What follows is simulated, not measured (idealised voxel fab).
Process module under the name voxel self aligned contacts
Cross-section cut: width 165 nm, square cells of 5 nm.
Reading order for cross-sections: top band down to bottom band. Underlying form: a grid of square cells. Band size: one or more rows of cells. Heights first: top, then bottom, in nm. Then materials, left to right, each with a width in nm. "full width" on a single material: fills the band edge to edge. "empty": empty space. A quick word on heights: they are counted from 0, and under that level the wafer as it came to us is one material throughout. The lowest band is different from the rest in having no bottom; it simply continues downward, written as in "from 0 down". You'd read "30..40" like this: the band's top row of cells is as wide as the first number, its bottom row is as wide as the second, and going down, every row changes width by the same amount as the row before did. When a step is marked "left unchanged", none of the cells in the cross-section changed during that step. Heads up: "Voids, sealed" only lists the empty pockets with no open path to the top that are 8 cells or more, and it writes them as width x height at distance, distance from the left edge, in nm. Step line, after settings: the simulator's comment on this step. overlay nm: on a step with a mask, how far right of its planned place the mask lay; negative means left.

### Steps in the process plan
1,RECEIVE: material Si
2,CONFORMAL_DEP: material SiO2, thk nm 5
3,DIRECTIONAL_DEP: material polySi, thk nm 20
4,DIRECTIONAL_DEP: material SiN, thk nm 20
5,DIRECTIONAL_DEP: material aC, thk nm 15
6,PATTERN: tone cover, mask id GATE, material resist, width nm 30, pitch nm 75, thk nm 35, overlay nm 0
7,DIRECTIONAL_ETCH: etch materials aC, depth nm 15
8,STRIP: etch materials resist
9,DIRECTIONAL_ETCH: etch materials SiN, depth nm 20
10,DIRECTIONAL_ETCH: etch materials polySi, depth nm 20
11,STRIP: etch materials aC
12,CONFORMAL_DEP: material SiN, thk nm 10
13,DIRECTIONAL_ETCH: etch materials SiN, depth nm 10
14,FILL_DEP: material SiO2, thk nm 15
15,CMP: height nm 55
16,DIRECTIONAL_DEP: material aC, thk nm 10
17,PATTERN: tone open, mask id CONTACT, material resist, width nm 55, thk nm 30, overlay nm 0
18,DIRECTIONAL_ETCH: etch materials aC, depth nm 10
19,STRIP: etch materials resist
20,DIRECTIONAL_ETCH: etch materials SiO2, depth nm 55
21,STRIP: etch materials aC
22,CONFORMAL_DEP: material TiN, thk nm 5
23,FILL_DEP: material Ru, thk nm 10
24,CMP: height nm 55
25,CONFORMAL_DEP: material SiCN, thk nm 5

### As-received wafer cross-section (after step 1)
> from 0 down | Si full width
> Voids, sealed: none

### First of two wafers, end-of-module section, run followed plan
> from 60 to 55 | SiCN full width
> from 55 to 45 | SiO2 55, TiN 5..20, Ru 45..15, TiN 5..20, SiO2 55
> from 45 to 25 | SiO2 20, SiN 50, TiN 5, Ru 15, TiN 5, SiN 50, SiO2 20
> from 25 to 5 | SiO2 20, SiN 10, polySi 30, SiN 10, TiN 5, Ru 15, TiN 5, SiN 10, polySi 30, SiN 10, SiO2 20
> from 5 to 0 | SiO2 70, TiN 25, SiO2 70
> from 0 down | Si full width
> Voids, sealed: none

### Wafer two cross-section, module end. Start and plan unchanged from wafer one; one mistake made during the run
> from 60 to 55 | SiCN full width
> from 55 to 50 | SiO2 20, SiN 50, TiN 5, Ru 15, TiN 5, SiN 50, SiO2 20
> from 50 to 45 | SiO2 20, SiN 50, TiN 25, SiN 50, SiO2 20
> from 45 to 25 | SiN full width
> from 25 to 5 | polySi full width
> from 5 to 0 | SiO2 full width
> from 0 down | Si full width
> Voids, sealed: none
What was done differently from what was planned? it should be noted that step 4 of the plan was executed twice
The final cell counts differ between the wafers, with the second having more or fewer of some materials than the first: Ru -33 | SiN +60 | SiO2 -87 | TiN -24 | polySi +84
